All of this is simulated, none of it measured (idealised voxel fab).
Presented below is a process module, voxel capacitor over wiring.
The figure presents cross-section cut, which has a width of 235 nm and is divided into square cells with an edge length of 5 nm.
Each cross-section below is a grid of square cells, stated as bands in top-down order, with one or more rows of cells making up each band.
For a band, the entry starts with two heights in nm, that of the top and then that of the bottom, and carries on with the band's materials in order from left to right, each alongside its width in nm; the word "everywhere" beside a single material means it fills the band edge to edge, and "blank" means empty space.
It should be noted that heights are counted from 0, beneath which the wafer as supplied is of one material throughout, and that the lowest band possesses no lower boundary but continues downward, as written in "0 and below".
A two-number width, for instance "30 to 40", indicates that the width is equal to the first number in the top row of the band and to the second number in the bottom row, and that it changes by a constant amount per row of cells.
Step marked "same as before"? Then no cell in the cross-section changed in it.
"Listed closed voids" means: voids of 8 cells or more that are shut off from the top with no open way through. Written width x height at distance, distance from the left edge, in nm.
Anything after a step's settings on that line? It's the simulator's own note about the step.
A step's line can hold "overlay nm"; with a mask on that step, the setting says how far right of the planned place the mask lay, while a negative setting says it lay to the left.
## Process steps - plan
1. RECEIVE | material Si
2. CONFORMAL_DEP | material SiO2 | thk nm 10
3. DIRECTIONAL_DEP | material TiN | thk nm 5
4. DIRECTIONAL_DEP | material Ru | thk nm 25
5. DIRECTIONAL_DEP | material aC | thk nm 10
6. PATTERN | tone cover | mask id METAL_1 | material resist | width nm 30 | pitch nm 90 | thk nm 25 | overlay nm 0
7. DIRECTIONAL_ETCH | etch materials aC | depth nm 10
8. STRIP | etch materials resist
9. DIRECTIONAL_ETCH | etch materials Ru | depth nm 25
10. DIRECTIONAL_ETCH | etch materials TiN | depth nm 5
11. STRIP | etch materials aC
12. CONFORMAL_DEP | material SiN | thk nm 5
13. FILL_DEP | material SiO2 | thk nm 5
14. CMP | height nm 40
15. CONFORMAL_DEP | material SiCN | thk nm 5
16. DIRECTIONAL_DEP | material lowk | thk nm 10
17. DIRECTIONAL_DEP | material aC | thk nm 10
18. PATTERN | tone open | mask id PLUG_1 | material resist | width nm 15 | thk nm 25 | overlay nm 0
19. DIRECTIONAL_ETCH | etch materials aC | depth nm 10
20. STRIP | etch materials resist
21. DIRECTIONAL_ETCH | etch materials lowk | depth nm 10
22. DIRECTIONAL_ETCH | etch materials SiCN | depth nm 5
23. STRIP | etch materials aC
24. EPI | material Ru | thk nm 10
25. EPI | material Ru | thk nm 5
26. DIRECTIONAL_DEP | material TiN | thk nm 10
27. DIRECTIONAL_DEP | material Al2O3 | thk nm 5
28. DIRECTIONAL_DEP | material TiN | thk nm 10
29. PATTERN | tone cover | mask id UPPER_PLATE | material resist | width nm 65 | thk nm 20 | overlay nm 0
30. DIRECTIONAL_ETCH | etch materials TiN | depth nm 10
31. DIRECTIONAL_ETCH | etch materials Al2O3 | depth nm 5
32. STRIP | etch materials resist
33. DIRECTIONAL_DEP | material aC | thk nm 15
34. PATTERN | tone cover | mask id LOWER_PLATE | material resist | width nm 75 | thk nm 35 | overlay nm 0
35. DIRECTIONAL_ETCH | etch materials aC | depth nm 15
36. STRIP | etch materials resist
37. DIRECTIONAL_ETCH | etch materials TiN | depth nm 10
38. STRIP | etch materials aC
39. FILL_DEP | material SiO2 | thk nm 15
40. CMP | height nm 90
41. MASKED_ETCH | tone open | mask id PLUG_2 | width nm 15 | etch materials SiO2 | depth nm 10 | overlay nm 0
42. CONFORMAL_DEP | material TiN | thk nm 5
43. FILL_DEP | material W | thk nm 5
44. CMP | height nm 90
45. CONFORMAL_DEP | material SiCN | thk nm 5
## The first of the two wafers, which ran as planned
## As received (post step 1): cross-section
- 0 and below: Si everywhere
- Listed closed voids: none
## Cross-section of the wafer subsequent to step 2
- 10 down to 0: SiO2 everywhere
- Under the height 0 nothing was changed.
## Cross-section of the wafer subsequent to step 3
- 15 down to 10: TiN everywhere
- Under the height 10 nothing was changed.
## Cross-section of the wafer subsequent to step 4
- 40 down to 15: Ru everywhere
- Under the height 15 nothing was changed.
## Cross-section of the wafer subsequent to step 5
- 50 down to 40: aC everywhere
- Under the height 40 nothing was changed.
## Cross-section of the wafer subsequent to step 6
- 75 down to 50: 55 of blank | 30 of resist | 60 of blank | 30 of resist | 60 of blank
- Under the height 50 nothing was changed.
## Cross-section of the wafer subsequent to step 7
- 65 down to 50: 55 of blank | 30 of resist | 60 of blank | 30 of resist | 60 of blank
- 50 down to 40: 55 of blank | 30 of aC | 60 of blank | 30 of aC | 60 of blank
- Under the height 40 nothing was changed.
## Cross-section of the wafer subsequent to step 8
- 50 down to 40: 55 of blank | 30 of aC | 60 of blank | 30 of aC | 60 of blank
- Under the height 40 nothing was changed.
## Cross-section of the wafer subsequent to step 9
- 50 down to 40: 55 of blank | 30 of aC | 60 of blank | 30 of aC | 60 of blank
- 40 down to 15: 55 of blank | 30 of Ru | 60 of blank | 30 of Ru | 60 of blank
- Under the height 15 nothing was changed.
## Cross-section of the wafer subsequent to step 10
- 50 down to 40: 55 of blank | 30 of aC | 60 of blank | 30 of aC | 60 of blank
- 40 down to 15: 55 of blank | 30 of Ru | 60 of blank | 30 of Ru | 60 of blank
- 15 down to 10: 55 of blank | 30 of TiN | 60 of blank | 30 of TiN | 60 of blank
- Under the height 10 nothing was changed.
## Cross-section of the wafer subsequent to step 11
- 40 down to 15: 55 of blank | 30 of Ru | 60 of blank | 30 of Ru | 60 of blank
- Under the height 15 nothing was changed.
## Cross-section of the wafer subsequent to step 12
- 45 down to 40: 50 of blank | 40 of SiN | 50 of blank | 40 of SiN | 55 of blank
- 40 down to 15: 50 of blank | 5 of SiN | 30 of Ru | 5 of SiN | 50 of blank | 5 of SiN | 30 of Ru | 5 of SiN | 55 of blank
- 15 down to 10: 55 of SiN | 30 of TiN | 60 of SiN | 30 of TiN | 60 of SiN
- Under the height 10 nothing was changed.
## Cross-section of the wafer subsequent to step 13
- 50 down to 45: SiO2 everywhere
- 45 down to 40: 50 of SiO2 | 40 of SiN | 50 of SiO2 | 40 of SiN | 55 of SiO2
- 40 down to 15: 50 of SiO2 | 5 of SiN | 30 of Ru | 5 of SiN | 50 of SiO2 | 5 of SiN | 30 of Ru | 5 of SiN | 55 of SiO2
- Under the height 15 nothing was changed.
## Cross-section of the wafer subsequent to step 14
- 40 down to 15: 50 of SiO2 | 5 of SiN | 30 of Ru | 5 of SiN | 50 of SiO2 | 5 of SiN | 30 of Ru | 5 of SiN | 55 of SiO2
- Under the height 15 nothing was changed.
## Cross-section of the wafer subsequent to step 15
- 45 down to 40: SiCN everywhere
- Under the height 40 nothing was changed.
## Cross-section of the wafer subsequent to step 16
- 55 down to 45: lowk everywhere
- Under the height 45 nothing was changed.
## Cross-section of the wafer subsequent to step 17
- 65 down to 55: aC everywhere
- Under the height 55 nothing was changed.
## Cross-section of the wafer subsequent to step 18
- 90 down to 65: 70 of resist | 15 of blank | 150 of resist
- Under the height 65 nothing was changed.
## Cross-section of the wafer subsequent to step 19
- 80 down to 65: 70 of resist | 15 of blank | 150 of resist
- 65 down to 55: 70 of aC | 15 of blank | 150 of aC
- Under the height 55 nothing was changed.
## Cross-section of the wafer subsequent to step 20
- 65 down to 55: 70 of aC | 15 of blank | 150 of aC
- Under the height 55 nothing was changed.
## Cross-section of the wafer subsequent to step 21
- 65 down to 55: 70 of aC | 15 of blank | 150 of aC
- 55 down to 45: 70 of lowk | 15 of blank | 150 of lowk
- Under the height 45 nothing was changed.
## Cross-section of the wafer subsequent to step 22
- 65 down to 55: 70 of aC | 15 of blank | 150 of aC
- 55 down to 45: 70 of lowk | 15 of blank | 150 of lowk
- 45 down to 40: 70 of SiCN | 15 of blank | 150 of SiCN
- Under the height 40 nothing was changed.
## Cross-section of the wafer subsequent to step 23
- 55 down to 45: 70 of lowk | 15 of blank | 150 of lowk
- Under the height 45 nothing was changed.
## Cross-section of the wafer subsequent to step 24
- 55 down to 50: 70 of lowk | 15 of blank | 150 of lowk
- 50 down to 45: 70 of lowk | 15 of Ru | 150 of lowk
- 45 down to 40: 70 of SiCN | 15 of Ru | 150 of SiCN
- Under the height 40 nothing was changed.
## Cross-section of the wafer subsequent to step 25
- 55 down to 45: 70 of lowk | 15 of Ru | 150 of lowk
- Under the height 45 nothing was changed.
## Cross-section of the wafer subsequent to step 26
- 65 down to 55: TiN everywhere
- Under the height 55 nothing was changed.
## Cross-section of the wafer subsequent to step 27
- 70 down to 65: Al2O3 everywhere
- Under the height 65 nothing was changed.
## Cross-section of the wafer subsequent to step 28
- 80 down to 70: TiN everywhere
- Under the height 70 nothing was changed.
## Cross-section of the wafer subsequent to step 29
- 100 down to 80: 70 of blank | 65 of resist | 100 of blank
- Under the height 80 nothing was changed.
## Cross-section of the wafer subsequent to step 30
- 100 down to 80: 70 of blank | 65 of resist | 100 of blank
- 80 down to 70: 70 of blank | 65 of TiN | 100 of blank
- Under the height 70 nothing was changed.
## Cross-section of the wafer subsequent to step 31
- 100 down to 80: 70 of blank | 65 of resist | 100 of blank
- 80 down to 70: 70 of blank | 65 of TiN | 100 of blank
- 70 down to 65: 70 of blank | 65 of Al2O3 | 100 of blank
- Under the height 65 nothing was changed.
## Cross-section of the wafer subsequent to step 32
- 80 down to 70: 70 of blank | 65 of TiN | 100 of blank
- Under the height 70 nothing was changed.
## Cross-section of the wafer subsequent to step 33
- 95 down to 80: 70 of blank | 65 of aC | 100 of blank
- 80 down to 70: 70 of aC | 65 of TiN | 100 of aC
- 70 down to 65: 70 of aC | 65 of Al2O3 | 100 of aC
- Under the height 65 nothing was changed.
## Cross-section of the wafer subsequent to step 34
- 130 down to 95: 65 of blank | 75 of resist | 95 of blank
- 95 down to 80: 65 of blank | 5 of resist | 65 of aC | 5 of resist | 95 of blank
- Under the height 80 nothing was changed.
## Cross-section of the wafer subsequent to step 35
- 115 down to 95: 65 of blank | 75 of resist | 95 of blank
- 95 down to 80: 65 of blank | 5 of resist | 65 of aC | 5 of resist | 95 of blank
- 80 down to 70: 65 of blank | 5 of aC | 65 of TiN | 5 of aC | 95 of blank
- 70 down to 65: 65 of blank | 5 of aC | 65 of Al2O3 | 5 of aC | 95 of blank
- Under the height 65 nothing was changed.
## Cross-section of the wafer subsequent to step 36
- 95 down to 80: 70 of blank | 65 of aC | 100 of blank
- Under the height 80 nothing was changed.
## Cross-section of the wafer subsequent to step 37
- 95 down to 80: 70 of blank | 65 of aC | 100 of blank
- 80 down to 70: 65 of blank | 5 of aC | 65 of TiN | 5 of aC | 95 of blank
- 70 down to 65: 65 of blank | 5 of aC | 65 of Al2O3 | 5 of aC | 95 of blank
- 65 down to 55: 65 of blank | 75 of TiN | 95 of blank
- Under the height 55 nothing was changed.
## Cross-section of the wafer subsequent to step 38
- 80 down to 70: 70 of blank | 65 of TiN | 100 of blank
- 70 down to 65: 70 of blank | 65 of Al2O3 | 100 of blank
- Under the height 65 nothing was changed.
## Cross-section of the wafer subsequent to step 39
- 95 down to 80: SiO2 everywhere
- 80 down to 70: 70 of SiO2 | 65 of TiN | 100 of SiO2
- 70 down to 65: 70 of SiO2 | 65 of Al2O3 | 100 of SiO2
- 65 down to 55: 65 of SiO2 | 75 of TiN | 95 of SiO2
- Under the height 55 nothing was changed.
## Cross-section of the wafer subsequent to step 40
- 90 down to 80: SiO2 everywhere
- Under the height 80 nothing was changed.
## Cross-section of the wafer subsequent to step 41
- 90 down to 80: 80 of SiO2 | 15 of blank | 140 of SiO2
- Under the height 80 nothing was changed.
## Cross-section of the wafer subsequent to step 42
- 95 down to 90: 85 of TiN | 5 of blank | 145 of TiN
- 90 down to 85: 80 of SiO2 | 5 of TiN | 5 of blank | 5 of TiN | 140 of SiO2
- 85 down to 80: 80 of SiO2 | 15 of TiN | 140 of SiO2
- Under the height 80 nothing was changed.
## Cross-section of the wafer subsequent to step 43
- 100 down to 95: W everywhere
- 95 down to 90: 85 of TiN | 5 of W | 145 of TiN
- 90 down to 85: 80 of SiO2 | 5 of TiN | 5 of W | 5 of TiN | 140 of SiO2
- Under the height 85 nothing was changed.
## Cross-section of the wafer subsequent to step 44
- 90 down to 85: 80 of SiO2 | 5 of TiN | 5 of W | 5 of TiN | 140 of SiO2
- Under the height 85 nothing was changed.
## Cross-section of the wafer subsequent to step 45
- 95 down to 90: SiCN everywhere
- Under the height 90 nothing was changed.
## Wafer two: like wafer one in start and plan, but with one mistake in execution; identical up to and including step 26
What the second wafer looks like in cross-section when step 27 should have wrapped up: same as before
## What the second wafer looks like in cross-section when step 28 should have wrapped up
- 75 down to 55: TiN everywhere
- Under the height 55 nothing was changed.
## What the second wafer looks like in cross-section when step 29 should have wrapped up
- 95 down to 75: 70 of blank | 65 of resist | 100 of blank
- Under the height 75 nothing was changed.
## What the second wafer looks like in cross-section when step 30 should have wrapped up
- 95 down to 75: 70 of blank | 65 of resist | 100 of blank
- 75 down to 65: 70 of blank | 65 of TiN | 100 of blank
- Under the height 65 nothing was changed.
What the second wafer looks like in cross-section when step 31 should have wrapped up: same as before
## What the second wafer looks like in cross-section when step 32 should have wrapped up
- 75 down to 65: 70 of blank | 65 of TiN | 100 of blank
- Under the height 65 nothing was changed.
## What the second wafer looks like in cross-section when step 33 should have wrapped up
- 90 down to 80: 70 of blank | 65 of aC | 100 of blank
- 80 down to 75: aC everywhere
- 75 down to 65: 70 of aC | 65 of TiN | 100 of aC
- Under the height 65 nothing was changed.
## What the second wafer looks like in cross-section when step 34 should have wrapped up
- 125 down to 90: 65 of blank | 75 of resist | 95 of blank
- 90 down to 80: 65 of blank | 5 of resist | 65 of aC | 5 of resist | 95 of blank
- Under the height 80 nothing was changed.
## What the second wafer looks like in cross-section when step 35 should have wrapped up
- 110 down to 90: 65 of blank | 75 of resist | 95 of blank
- 90 down to 80: 65 of blank | 5 of resist | 65 of aC | 5 of resist | 95 of blank
- 80 down to 75: 65 of blank | 75 of aC | 95 of blank
- 75 down to 65: 65 of blank | 5 of aC | 65 of TiN | 5 of aC | 95 of blank
- Under the height 65 nothing was changed.
## What the second wafer looks like in cross-section when step 36 should have wrapped up
- 90 down to 80: 70 of blank | 65 of aC | 100 of blank
- Under the height 80 nothing was changed.
## What the second wafer looks like in cross-section when step 37 should have wrapped up
- 90 down to 80: 70 of blank | 65 of aC | 100 of blank
- 80 down to 75: 65 of blank | 75 of aC | 95 of blank
- 75 down to 65: 65 of blank | 5 of aC | 65 of TiN | 5 of aC | 95 of blank
- 65 down to 55: 65 of blank | 75 of TiN | 95 of blank
- Under the height 55 nothing was changed.
## What the second wafer looks like in cross-section when step 38 should have wrapped up
- 75 down to 65: 70 of blank | 65 of TiN | 100 of blank
- Under the height 65 nothing was changed.
## What the second wafer looks like in cross-section when step 39 should have wrapped up
- 90 down to 75: SiO2 everywhere
- 75 down to 65: 70 of SiO2 | 65 of TiN | 100 of SiO2
- 65 down to 55: 65 of SiO2 | 75 of TiN | 95 of SiO2
- Under the height 55 nothing was changed.
What the second wafer looks like in cross-section when step 40 should have wrapped up: same as before
## What the second wafer looks like in cross-section when step 41 should have wrapped up
- 90 down to 80: 80 of SiO2 | 15 of blank | 140 of SiO2
- Under the height 80 nothing was changed.
## What the second wafer looks like in cross-section when step 42 should have wrapped up
- 95 down to 90: 85 of TiN | 5 of blank | 145 of TiN
- 90 down to 85: 80 of SiO2 | 5 of TiN | 5 of blank | 5 of TiN | 140 of SiO2
- 85 down to 80: 80 of SiO2 | 15 of TiN | 140 of SiO2
- Under the height 80 nothing was changed.
## What the second wafer looks like in cross-section when step 43 should have wrapped up
- 100 down to 95: W everywhere
- 95 down to 90: 85 of TiN | 5 of W | 145 of TiN
- 90 down to 85: 80 of SiO2 | 5 of TiN | 5 of W | 5 of TiN | 140 of SiO2
- Under the height 85 nothing was changed.
## What the second wafer looks like in cross-section when step 44 should have wrapped up
- 90 down to 85: 80 of SiO2 | 5 of TiN | 5 of W | 5 of TiN | 140 of SiO2
- Under the height 85 nothing was changed.
## What the second wafer looks like in cross-section when step 45 should have wrapped up
- 95 down to 90: SiCN everywhere
- Under the height 90 nothing was changed.
Which mistake was made when the wafer was run? yeah, step 27 of the plan got skipped, never ran
Materials where the second wafer ends with more or fewer cells than the first: 13 fewer of Al2O3; 13 more of SiO2
